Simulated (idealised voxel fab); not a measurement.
process module | voxel wiring stack
cross-section cut | 240 nm wide | cells 5 nm
A cross-section is a grid of square cells, given in bands from the top down. A band is one or more rows of cells.
Each band's line starts with the height of the band's top and of its bottom, in nm. Then come its materials from left to right, each with its width in nm. One material with "throughout" fills the band from edge to edge. "air" is empty space.
Height 0 is the level under which the wafer as received is all one material. The lowest band goes on downwards, as in "0 down".
A width such as "30 to 40" changes by the same amount from each row of cells to the next, from the band's top row to its bottom row.
"no change" after a step means that no cell of the cross-section changed.
closed voids: empty space of 8 cells or more with no open way to the top, each as width x height at its distance from the left edge, in nm
after a step's settings: what the simulator itself notes on the step
overlay nm, on a step with a mask: how far to the right of its planned place the mask lay; to the left if negative
plan
1 op RECEIVE | material Si
2 op CONFORMAL_DEP | material SiO2 | thk nm 15
3 op DIRECTIONAL_DEP | material TiN | thk nm 5
4 op DIRECTIONAL_DEP | material Ru | thk nm 15
5 op PATTERN | tone cover | mask id METAL_1 | material resist | width nm 25 | pitch nm 55 | thk nm 15 | overlay nm 0
6 op DIRECTIONAL_ETCH | etch materials Ru | depth nm 15
7 op DIRECTIONAL_ETCH | etch materials TiN | depth nm 5
8 op STRIP | etch materials resist
9 op CONFORMAL_DEP | material SiCN | thk nm 5
10 op FILL_DEP | material lowk | thk nm 5
11 op CMP | height nm 35
12 op CONFORMAL_DEP | material SiCN | thk nm 5
13 op DIRECTIONAL_DEP | material SiO2 | thk nm 30
14 op DIRECTIONAL_DEP | material aC | thk nm 10
15 op PATTERN | tone open | mask id METAL_2_HOLES | material resist | width nm 15 | pitch nm 55 | thk nm 25 | overlay nm 0
16 op DIRECTIONAL_ETCH | etch materials aC | depth nm 10
17 op STRIP | etch materials resist
18 op DIRECTIONAL_ETCH | etch materials SiO2 | depth nm 30
19 op STRIP | etch materials aC
20 op DIRECTIONAL_DEP | material aC | thk nm 15
21 op PATTERN | tone open | mask id METAL_2 | material resist | width nm 25 | pitch nm 55 | thk nm 35 | overlay nm 0
22 op DIRECTIONAL_ETCH | etch materials aC | depth nm 15
23 op STRIP | etch materials resist
24 op DIRECTIONAL_ETCH | etch materials SiO2 | depth nm 15
25 op DIRECTIONAL_ETCH | etch materials SiCN | depth nm 5
26 op STRIP | etch materials aC
27 op CONFORMAL_DEP | material TiN | thk nm 5
28 op FILL_DEP | material Ru | thk nm 5
29 op CMP | height nm 70
30 op CONFORMAL_DEP | material SiCN | thk nm 5
as received, after step 1
  0 down: Si throughout
  closed voids: none
a wafer at the end: this start, this plan, one mistake
  75 to 70: SiCN throughout
  70 to 60: SiO2 50 | TiN 5 | Ru 15 | TiN 5 | SiO2 30 | TiN 5 | Ru 15 | TiN 5 | SiO2 30 | TiN 5 | Ru 15 | TiN 5 | SiO2 55
  60 to 55: SiO2 50 | TiN 10 | Ru 5 | TiN 10 | SiO2 30 | TiN 10 | Ru 5 | TiN 10 | SiO2 30 | TiN 10 | Ru 5 | TiN 10 | SiO2 55
  55 to 40: SiO2 55 | TiN 5 | Ru 5 | TiN 5 | SiO2 40 | TiN 5 | Ru 5 | TiN 5 | SiO2 40 | TiN 5 | Ru 5 | TiN 5 | SiO2 60
  40 to 35: SiCN 55 | TiN 15 | SiCN 40 | TiN 15 | SiCN 40 | TiN 15 | SiCN 60
  35 to 20: lowk 45 | SiCN 5 | Ru 25 | SiCN 5 | lowk 20 | SiCN 5 | Ru 25 | SiCN 5 | lowk 20 | SiCN 5 | Ru 25 | SiCN 5 | lowk 50
  20 to 15: SiCN 50 | TiN 25 | SiCN 30 | TiN 25 | SiCN 30 | TiN 25 | SiCN 55
  15 to 0: SiO2 throughout
  0 down: Si throughout
  closed voids: none
what went wrong: step 15 ran as: op PATTERN | tone open | mask id METAL_2_HOLES | material resist | width nm 15 | pitch nm 55 | thk nm 25 | overlay nm 5
